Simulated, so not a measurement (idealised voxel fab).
You're looking at the process module voxel ribs on slabs.
Section cut is 265 nm wide and gridded with 5 nm square cells.
Cross-section format: a grid of square cells, given as bands from top to bottom; each band is one or more rows of cells. Within each band entry, the heights of the top and of the bottom of the band appear first, in that order and in nm; the materials of the band then follow from left to right, each with its corresponding width in nm. The designation "all across" on a single material indicates that it fills the band from edge to edge; the designation "air" indicates empty space. Height datum 0, below which the as-received substrate wafer is one material. Lowest band open at the bottom, running downward: "0..down". A width such as "30->40" changes by the same amount from each row of cells to the next, from the band's top row to its bottom row. A step reported as "no change occurred" is a step in which no cell of the cross-section changed. Empty spaces without an open route to the top, at least 8 cells in extent, make up the entry "Voids, sealed"; each is given as width x height at distance, where the distance is measured from the left edge, and all are in nm. Past the settings on a step's line: simulator remark, on that step. The line of a step may include "overlay nm". On a step with a mask, this value is how far to the right of its planned place the mask lay. A negative value means the mask lay to the left.
-- Planned step list for the process
1) RECEIVE with material Si
2) DIRECTIONAL_DEP with material SiO2, thk nm 30
3) DIRECTIONAL_DEP with material SiN, thk nm 20
4) PATTERN with tone cover, mask id RIB, material resist, width nm 30, thk nm 20, overlay nm 0
5) DIRECTIONAL_ETCH with etch materials SiN, depth nm 15
6) STRIP with etch materials resist
7) MASKED_ETCH with tone cover, mask id SLAB, width nm 90, etch materials SiN, depth nm 5, overlay nm 0
8) FILL_DEP with material SiO2, thk nm 25
9) CMP with height nm 65
10) DIRECTIONAL_DEP with material TiN, thk nm 10
11) MASKED_ETCH with tone cover, mask id HEATER, width nm 40, etch materials TiN, depth nm 10, overlay nm 0
12) CONFORMAL_DEP with material SiN, thk nm 5
-- As received (post step 1): cross-section
> 0..down: Si all across
> Voids, sealed: none
-- Post-module cross-section of the first of two wafers (run per plan)
> 80..75: air (105) / SiN (50) / air (110)
> 75..70: air (105) / SiN (5) / TiN (40) / SiN (5) / air (110)
> 70..65: SiN (110) / TiN (40) / SiN (115)
> 65..50: SiO2 all across
> 50..35: SiO2 (115) / SiN (30) / SiO2 (120)
> 35..30: SiO2 (85) / SiN (90) / SiO2 (90)
> 30..0: SiO2 all across
> 0..down: Si all across
> Voids, sealed: none
-- Second wafer through the module, sectioned at the end: same beginning and same plan as the first wafer, with one mistake in carrying it out
> 80..70: air (105) / TiN (50) / air (110)
> 70..65: TiN all across
> 65..50: SiO2 all across
> 50..35: SiO2 (115) / SiN (30) / SiO2 (120)
> 35..30: SiO2 (85) / SiN (90) / SiO2 (90)
> 30..0: SiO2 all across
> 0..down: Si all across
> Voids, sealed: none
Deviation from plan: step 12 did not use the planned setting and instead ran as CONFORMAL_DEP with material TiN, thk nm 5
Looking at both finished wafers in cells, the second ends up ahead of or behind the first on some materials: -57 SiN; +57 TiN
